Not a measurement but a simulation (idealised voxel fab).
The process module presented herein is designated voxel lift off.
Section cut is 295 nm wide and gridded with 5 nm square cells.
Heads up, the way a cross-section reads in here is a grid of square cells, handed over as bands from the top down, with every band being one or more rows of cells. Band: top and bottom heights (nm) first, top before bottom; then materials from left to right, widths in nm. "full width" marks a sole material filling the band edge to edge. "empty" denotes empty space. Height datum 0, below which the as-received substrate wafer is one material. Lowest band open at the bottom, running downward: "0 nm and below". Width spec "30->40" -> top row of cells at first value, bottom row at second value, equal per-row change in between. "same as before" -> step changed no cross-section cell. The entry "Entrapped void list" lists the empty spaces that cover at least 8 cells and have no open path to the top. Each is written as width x height at distance, where the distance is measured from the left edge and all three values are in nm. Whatever follows a step's settings on its line is a remark the simulator itself makes about that step. The line of a step may include "overlay nm". On a step with a mask, this value is how far to the right of its planned place the mask lay. A negative value means the mask lay to the left.

Listed below are the process steps as planned
step 1: RECEIVE, material Si
step 2: CONFORMAL_DEP, material SiO2, thk nm 5
step 3: PATTERN, tone open, mask id LINES, material resist, width nm 20, pitch nm 40, thk nm 30, overlay nm 0
step 4: DIRECTIONAL_DEP, material Ru, thk nm 15
step 5: STRIP, etch materials resist
step 6: CONFORMAL_DEP, material SiN, thk nm 5

Wafer cross-section on receipt, i.e. after step 1
0 nm and below = Si full width
Entrapped void list: none

What the wafer looks like in cross-section after this module, when it starts as shown above and follows the plan above but one mistake is made in running it
25 nm to 20 nm = empty: 115, SiN: 30, empty: 10, SiN: 30, empty: 110
20 nm to 10 nm = empty: 115, SiN: 5, Ru: 20, SiN: 5, empty: 10, SiN: 5, Ru: 20, SiN: 5, empty: 110
10 nm to 5 nm = SiN: 120, Ru: 20, SiN: 20, Ru: 20, SiN: 115
5 nm to 0 nm = SiO2 full width
0 nm and below = Si full width
Entrapped void list: none
Where did the run depart from the plan? for step 3, the planned setting was not used; the step was instead run as PATTERN, tone open, mask id LINES, material resist, width nm 20, pitch nm 40, thk nm 30, overlay nm 5
